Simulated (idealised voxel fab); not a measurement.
The process module presented herein is designated voxel ribs on slabs.
Square cell edge 5 nm, section width 155 nm, ID cut.
Cross-section format: a grid of square cells, given as bands from top to bottom; each band is one or more rows of cells. Per band: top height and bottom height in nm, followed by the left-to-right materials and their widths in nm; "edge to edge" marks a single material spanning edge to edge, "blank" marks empty space. Heights from 0 (as-received wafer is one material below). Bottom band endless downward, as "z 0 and below". You'd read "30->40" like this: the band's top row of cells is as wide as the first number, its bottom row is as wide as the second, and going down, every row changes width by the same amount as the row before did. "no modification", as given for a step, is the statement that not any cell of the cross-section underwent a change during that step. Enclosed voids (no open way to top), threshold 8 cells or more, entry "Sealed cavities", notation width x height at distance, distance from left edge, nm. Post-settings text on a step line: simulator's own remark regarding the step. You can add "overlay nm" to a step's line. For a step with a mask, it describes how far the mask lay to the right of its planned position, and a negative number describes a lay to the left.
THE STEPS PLANNED FOR THE PROCESS ARE AS FOLLOWS
1) RECEIVE,material Si
2) DIRECTIONAL_DEP,material SiO2,thk nm 20
3) DIRECTIONAL_DEP,material SiN,thk nm 25
4) PATTERN,tone cover,mask id RIB,material resist,width nm 30,thk nm 20,overlay nm 0
5) DIRECTIONAL_ETCH,etch materials SiN,depth nm 15
6) STRIP,etch materials resist
7) MASKED_ETCH,tone cover,mask id SLAB,width nm 90,etch materials SiN,depth nm 10,overlay nm 0
8) FILL_DEP,material SiO2,thk nm 15
9) CMP,height nm 55
10) DIRECTIONAL_DEP,material W,thk nm 10
11) PATTERN,tone cover,mask id HEATER,material resist,width nm 40,thk nm 20,overlay nm 0
12) DIRECTIONAL_ETCH,etch materials W,depth nm 10
13) STRIP,etch materials resist
14) CONFORMAL_DEP,material SiO2,thk nm 5
CROSS-SECTION OF THE WAFER AT RECEIPT, WHICH IS THE CONDITION AFTER STEP 1
* z 0 and below  Si edge to edge
* Sealed cavities: none
CROSS-SECTIONAL VIEW OF THE FIRST OF THE TWO WAFERS UPON COMPLETION OF THE MODULE, PROCESSED IN ACCORDANCE WITH THE PLAN
* z 70 to 65  blank (50); SiO2 (50); blank (55)
* z 65 to 60  blank (50); SiO2 (5); W (40); SiO2 (5); blank (55)
* z 60 to 55  SiO2 (55); W (40); SiO2 (60)
* z 55 to 45  SiO2 edge to edge
* z 45 to 30  SiO2 (60); SiN (30); SiO2 (65)
* z 30 to 20  SiO2 (30); SiN (90); SiO2 (35)
* z 20 to 0  SiO2 edge to edge
* z 0 and below  Si edge to edge
* Sealed cavities: none
HERE IS THE SECOND OF THE TWO WAFERS CUT OPEN AT THE END OF THE MODULE - SAME START, SAME PLAN AS THE FIRST ONE, BUT WE MADE ONE MISTAKE RUNNING IT
* z 70 to 65  blank (50); SiO2 (50); blank (55)
* z 65 to 60  blank (50); SiO2 (5); W (40); SiO2 (5); blank (55)
* z 60 to 55  SiO2 (55); W (40); SiO2 (60)
* z 55 to 45  SiO2 edge to edge
* z 45 to 30  SiO2 (70); SiN (30); SiO2 (55)
* z 30 to 20  SiO2 (30); SiN (90); SiO2 (35)
* z 20 to 0  SiO2 edge to edge
* z 0 and below  Si edge to edge
* Sealed cavities: none
Deviation noted in wafer processing: for step 4, the planned setting was not used; the step was instead run as PATTERN,tone cover,mask id RIB,material resist,width nm 30,thk nm 20,overlay nm 10
When the process is done, the second wafer contains the same cell count of every material as the first wafer, but distributed over other locations.
